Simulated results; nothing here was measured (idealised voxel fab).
Herein follows the process module entitled voxel capacitor over wiring.
180 nm wide, 5 nm square cells: that's cross-section cut.
Square cells in a grid make up a cross-section in this document, and the grid is given as bands, listed from the top down, each one or more rows of cells. Look at the band entry: it leads with the top's height and the bottom's height in nm. Then it lists the materials left to right, with a width in nm for each. The word "full width" on a single material says that material fills the band edge to edge. The word "air" is empty space. It should be noted that heights are counted from 0, beneath which the wafer as supplied is of one material throughout, and that the lowest band possesses no lower boundary but continues downward, as written in "0 nm and below". The expression "30..40" gives the width at the extremes of the band, the first number at its top row of cells and the second at its bottom row, with the width changing by equal amounts from each row to the next in between. You'll sometimes find "remained the same" written for a step, and that's the way of saying that nowhere in the cross-section did a cell change during that step. The label "Sealed cavities" introduces a list of the empty spaces, 8 cells or larger, that have no open way up to the top; each entry in it reads width x height at distance, where the distance is taken from the left edge and all three are stated in nm. Heads up: the bit after the settings on a step's line is the simulator's remark on that step. Regarding "overlay nm": on a step with a mask, it is the distance the mask lay to the right of its planned place; a negative value places it to the left.

# This section lists the process steps that were planned
- 1: RECEIVE,material Si
- 2: CONFORMAL_DEP,material SiO2,thk nm 15
- 3: CONFORMAL_DEP,material SiCN,thk nm 5
- 4: DIRECTIONAL_DEP,material SiO2,thk nm 25
- 5: MASKED_ETCH,tone open,mask id METAL_1,width nm 25,pitch nm 75,etch materials SiO2,depth nm 25,overlay nm 0
- 6: MASKED_ETCH,tone open,mask id METAL_1,width nm 25,pitch nm 75,etch materials SiCN,depth nm 5,overlay nm 0
- 7: CONFORMAL_DEP,material TiN,thk nm 5
- 8: FILL_DEP,material W,thk nm 10
- 9: CMP,height nm 45
- 10: CONFORMAL_DEP,material SiCN,thk nm 5
- 11: DIRECTIONAL_DEP,material SiO2,thk nm 20
- 12: MASKED_ETCH,tone open,mask id PLUG_1,width nm 15,etch materials SiO2,depth nm 20,overlay nm 0
- 13: MASKED_ETCH,tone open,mask id PLUG_1,width nm 15,etch materials SiCN,depth nm 5,overlay nm 0
- 14: EPI,material Ru,thk nm 10
- 15: EPI,material Ru,thk nm 10
- 16: EPI,material Ru,thk nm 5
- 17: DIRECTIONAL_DEP,material TiN,thk nm 10
- 18: DIRECTIONAL_DEP,material SiN,thk nm 5
- 19: DIRECTIONAL_DEP,material TiN,thk nm 10
- 20: MASKED_ETCH,tone cover,mask id UPPER_PLATE,width nm 55,etch materials TiN,depth nm 10,overlay nm 0
- 21: MASKED_ETCH,tone cover,mask id UPPER_PLATE,width nm 55,etch materials SiN,depth nm 5,overlay nm 0
- 22: PATTERN,tone cover,mask id LOWER_PLATE,material resist,width nm 65,thk nm 20,overlay nm 0
- 23: DIRECTIONAL_ETCH,etch materials TiN,depth nm 10
- 24: STRIP,etch materials resist
- 25: FILL_DEP,material SiO2,thk nm 15
- 26: CMP,height nm 105
- 27: MASKED_ETCH,tone open,mask id PLUG_2,width nm 15,etch materials SiO2,depth nm 10,overlay nm 0
- 28: CONFORMAL_DEP,material TiN,thk nm 5
- 29: FILL_DEP,material Cu,thk nm 10
- 30: CMP,height nm 105
- 31: CONFORMAL_DEP,material SiN,thk nm 5

# So this is the incoming wafer in cross-section - it's already been through step 1
* 0 nm and below | Si full width
* Sealed cavities: none

# Post-module cross-section of the first of two wafers (run per plan)
* 110 nm to 105 nm | SiN full width
* 105 nm to 100 nm | 60 SiO2; 5 TiN; 5 Cu; 5 TiN; 105 SiO2
* 100 nm to 95 nm | 60 SiO2; 15 TiN; 105 SiO2
* 95 nm to 85 nm | 50 SiO2; 55 TiN; 75 SiO2
* 85 nm to 80 nm | 50 SiO2; 55 SiN; 75 SiO2
* 80 nm to 70 nm | 45 SiO2; 65 TiN; 70 SiO2
* 70 nm to 50 nm | 50 SiO2; 15 Ru; 115 SiO2
* 50 nm to 45 nm | 50 SiCN; 15 Ru; 115 SiCN
* 45 nm to 20 nm | 40 SiO2; 5 TiN; 15 W; 5 TiN; 50 SiO2; 5 TiN; 15 W; 5 TiN; 40 SiO2
* 20 nm to 15 nm | 40 SiCN; 25 TiN; 50 SiCN; 25 TiN; 40 SiCN
* 15 nm to 0 nm | SiO2 full width
* 0 nm and below | Si full width
* Sealed cavities: none

# Wafer two, end of module, cross-section. Same start, same plan as wafer one. One mistake in the run
* 110 nm to 105 nm | SiN full width
* 105 nm to 100 nm | 60 SiO2; 5 TiN; 5 Cu; 5 TiN; 105 SiO2
* 100 nm to 95 nm | 60 SiO2; 15 TiN; 105 SiO2
* 95 nm to 85 nm | 50 SiO2; 60 TiN; 70 SiO2
* 85 nm to 80 nm | 50 SiO2; 60 SiN; 70 SiO2
* 80 nm to 70 nm | 45 SiO2; 65 TiN; 70 SiO2
* 70 nm to 50 nm | 50 SiO2; 15 Ru; 115 SiO2
* 50 nm to 45 nm | 50 SiCN; 15 Ru; 115 SiCN
* 45 nm to 20 nm | 40 SiO2; 5 TiN; 15 W; 5 TiN; 50 SiO2; 5 TiN; 15 W; 5 TiN; 40 SiO2
* 20 nm to 15 nm | 40 SiCN; 25 TiN; 50 SiCN; 25 TiN; 40 SiCN
* 15 nm to 0 nm | SiO2 full width
* 0 nm and below | Si full width
* Sealed cavities: none
Processing error: note that step 20 departed from the planned setting and was carried out as MASKED_ETCH,tone cover,mask id UPPER_PLATE,width nm 60,etch materials TiN,depth nm 10,overlay nm 0
Wafer comparison, final, in cells, second relative to first, materials more or fewer: SiN +1 | SiO2 -3 | TiN +2
